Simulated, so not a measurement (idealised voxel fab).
process module | voxel fin reveal
cross-section cut | 210 nm wide | cells 5 nm
A cross-section is a grid of square cells, given in bands from the top down. A band is one or more rows of cells.
Each band's line starts with the height of the band's top and of its bottom, in nm. Then come its materials from left to right, each with its width in nm. One material with "throughout" fills the band from edge to edge. "air" is empty space.
Height 0 is the level under which the wafer as received is all one material. The lowest band goes on downwards, as in "0 down".
A width such as "30 to 40" changes by the same amount from each row of cells to the next, from the band's top row to its bottom row.
"no change" after a step means that no cell of the cross-section changed.
closed voids: empty space of 8 cells or more with no open way to the top, each as width x height at its distance from the left edge, in nm
after a step's settings: what the simulator itself notes on the step
overlay nm, on a step with a mask: how far to the right of its planned place the mask lay; to the left if negative
plan
1 op RECEIVE | material Si
2 op CONFORMAL_DEP | material SiN | thk nm 5
3 op PATTERN | tone cover | mask id FINS | material resist | width nm 15 | pitch nm 45 | thk nm 15 | overlay nm 0
4 op DIRECTIONAL_ETCH | etch materials SiN | depth nm 5
5 op DIRECTIONAL_ETCH | etch materials Si | depth nm 35
6 op STRIP | etch materials resist
7 op FILL_DEP | material SiO2 | thk nm 15
8 op CMP | height nm 5
9 op SELECTIVE_ETCH | etch materials SiO2 | depth nm 30
10 op STRIP | etch materials SiN
11 op CONFORMAL_DEP | material HfO2 | thk nm 5
as received, after step 1
  0 down: Si throughout
  closed voids: none
first wafer at the end, as planned
  5 to 0: air 45 | HfO2 25 | air 20 | HfO2 25 | air 20 | HfO2 25 | air 50
  0 to -20: air 45 | HfO2 5 | Si 15 | HfO2 5 | air 20 | HfO2 5 | Si 15 | HfO2 5 | air 20 | HfO2 5 | Si 15 | HfO2 5 | air 50
  -20 to -25: HfO2 50 | Si 15 | HfO2 30 | Si 15 | HfO2 30 | Si 15 | HfO2 55
  -25 to -35: SiO2 50 | Si 15 | SiO2 30 | Si 15 | SiO2 30 | Si 15 | SiO2 55
  -35 down: Si throughout
  closed voids: none
second wafer at the end: like start, like plan, one mistake
  5 to 0: air 45 | HfO2 25 | air 20 | HfO2 25 | air 20 | HfO2 25 | air 50
  0 to -20: air 45 | HfO2 5 | Si 15 | HfO2 5 | air 20 | HfO2 5 | Si 15 | HfO2 5 | air 20 | HfO2 5 | Si 15 | HfO2 5 | air 50
  -20 to -25: HfO2 50 | Si 15 | HfO2 30 | Si 15 | HfO2 30 | Si 15 | HfO2 55
  -25 to -70: SiO2 50 | Si 15 | SiO2 30 | Si 15 | SiO2 30 | Si 15 | SiO2 55
  -70 down: Si throughout
  closed voids: none
what went wrong: step 5 was run twice
at the end the second wafer has, in cells: 231 fewer of Si | 231 more of SiO2
